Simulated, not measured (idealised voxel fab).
The following is a process module called voxel trench capacitor.
Displayed cross-section: cut, width of 160 nm, square cells sized 5 nm.
When this document writes out a cross-section, it uses a grid of square cells and lists it as bands, beginning at the top and moving down, with a band standing for one or more rows of cells.
The entry gives the band's vertical extent as a top height and a bottom height in nm, then its horizontal make-up as materials from left to right, each with a width in nm. "blank" stands for empty space; a single material marked "edge to edge" fills the band edge to edge.
Beneath 0, the wafer as received is one material, and that level is where height counting begins. The lowest band goes on downward without a bottom; it is written like "0 nm and below".
The width entry "30..40" should be interpreted row by row: the top row of cells in the band takes the first number, the bottom row takes the second number, and the change between adjacent rows is uniform throughout.
Where a step carries "no alterations made", the cross-section came out of it unchanged, cell for cell.
"Sealed void inventory" contains a list of empty spaces, each no smaller than 8 cells and without an open way to the top, written in the form width x height at distance with the distance from the left edge and all three in nm.
If you see something after the settings on a step's line, that's the simulator's own remark about that step.
"overlay nm" on a masked step: distance the mask lay right of its planned place, negative for left.
Process steps (planned)
1) RECEIVE | material Si
2) CONFORMAL_DEP | material SiN | thk nm 5
3) DIRECTIONAL_DEP | material aC | thk nm 15
4) PATTERN | tone open | mask id TRENCH | material resist | width nm 20 | pitch nm 40 | thk nm 35 | overlay nm 0
5) DIRECTIONAL_ETCH | etch materials aC | depth nm 15
6) STRIP | etch materials resist
7) DIRECTIONAL_ETCH | etch materials SiN | depth nm 5
8) DIRECTIONAL_ETCH | etch materials Si | depth nm 30
9) STRIP | etch materials aC
10) CONFORMAL_DEP | material SiO2 | thk nm 5
11) FILL_DEP | material polySi | thk nm 10
12) CMP | height nm 5
Run as planned: first of two wafers
Wafer cross-section on receipt, i.e. after step 1
0 nm and below  Si edge to edge
Sealed void inventory: none
Cross-sectional representation of the wafer at the conclusion of step 2
5 nm to 0 nm  SiN edge to edge
Note: structure below 0 unchanged.
Cross-sectional representation of the wafer at the conclusion of step 3
20 nm to 5 nm  aC edge to edge
Note: structure below 5 unchanged.
Cross-sectional representation of the wafer at the conclusion of step 4
55 nm to 20 nm  resist 30 | blank 20 | resist 20 | blank 20 | resist 20 | blank 20 | resist 30
Note: structure below 20 unchanged.
Cross-sectional representation of the wafer at the conclusion of step 5
40 nm to 20 nm  resist 30 | blank 20 | resist 20 | blank 20 | resist 20 | blank 20 | resist 30
20 nm to 5 nm  aC 30 | blank 20 | aC 20 | blank 20 | aC 20 | blank 20 | aC 30
Note: structure below 5 unchanged.
Cross-sectional representation of the wafer at the conclusion of step 6
20 nm to 5 nm  aC 30 | blank 20 | aC 20 | blank 20 | aC 20 | blank 20 | aC 30
Note: structure below 5 unchanged.
Cross-sectional representation of the wafer at the conclusion of step 7
20 nm to 5 nm  aC 30 | blank 20 | aC 20 | blank 20 | aC 20 | blank 20 | aC 30
5 nm to 0 nm  SiN 30 | blank 20 | SiN 20 | blank 20 | SiN 20 | blank 20 | SiN 30
Note: structure below 0 unchanged.
Cross-sectional representation of the wafer at the conclusion of step 8
20 nm to 5 nm  aC 30 | blank 20 | aC 20 | blank 20 | aC 20 | blank 20 | aC 30
5 nm to 0 nm  SiN 30 | blank 20 | SiN 20 | blank 20 | SiN 20 | blank 20 | SiN 30
0 nm to -30 nm  Si 30 | blank 20 | Si 20 | blank 20 | Si 20 | blank 20 | Si 30
Note: structure below -30 unchanged.
Cross-sectional representation of the wafer at the conclusion of step 9
5 nm to 0 nm  SiN 30 | blank 20 | SiN 20 | blank 20 | SiN 20 | blank 20 | SiN 30
Note: structure below 0 unchanged.
Cross-sectional representation of the wafer at the conclusion of step 10
10 nm to 5 nm  SiO2 35 | blank 10 | SiO2 30 | blank 10 | SiO2 30 | blank 10 | SiO2 35
5 nm to 0 nm  SiN 30 | SiO2 5 | blank 10 | SiO2 5 | SiN 20 | SiO2 5 | blank 10 | SiO2 5 | SiN 20 | SiO2 5 | blank 10 | SiO2 5 | SiN 30
0 nm to -25 nm  Si 30 | SiO2 5 | blank 10 | SiO2 5 | Si 20 | SiO2 5 | blank 10 | SiO2 5 | Si 20 | SiO2 5 | blank 10 | SiO2 5 | Si 30
-25 nm to -30 nm  Si 30 | SiO2 20 | Si 20 | SiO2 20 | Si 20 | SiO2 20 | Si 30
Note: structure below -30 unchanged.
Cross-sectional representation of the wafer at the conclusion of step 11
20 nm to 10 nm  polySi edge to edge
10 nm to 5 nm  SiO2 35 | polySi 10 | SiO2 30 | polySi 10 | SiO2 30 | polySi 10 | SiO2 35
5 nm to 0 nm  SiN 30 | SiO2 5 | polySi 10 | SiO2 5 | SiN 20 | SiO2 5 | polySi 10 | SiO2 5 | SiN 20 | SiO2 5 | polySi 10 | SiO2 5 | SiN 30
0 nm to -25 nm  Si 30 | SiO2 5 | polySi 10 | SiO2 5 | Si 20 | SiO2 5 | polySi 10 | SiO2 5 | Si 20 | SiO2 5 | polySi 10 | SiO2 5 | Si 30
Note: structure below -25 unchanged.
Cross-sectional representation of the wafer at the conclusion of step 12
5 nm to 0 nm  SiN 30 | SiO2 5 | polySi 10 | SiO2 5 | SiN 20 | SiO2 5 | polySi 10 | SiO2 5 | SiN 20 | SiO2 5 | polySi 10 | SiO2 5 | SiN 30
Note: structure below 0 unchanged.
The second wafer: identical to the first at the outset and in its planned sequence, differing only in that one mistake was made during processing; up to and including step 11, its path is the first wafer's path
Second wafer at the planned finish of step 12, seen in cross-section: no alterations made
Finding, execution versus plan: execution of step 12 of the plan did not take place, the step having been omitted
Counted in cells at the end, the second wafer holds more or fewer of these materials than the first: 26 more of SiO2; 70 more of polySi
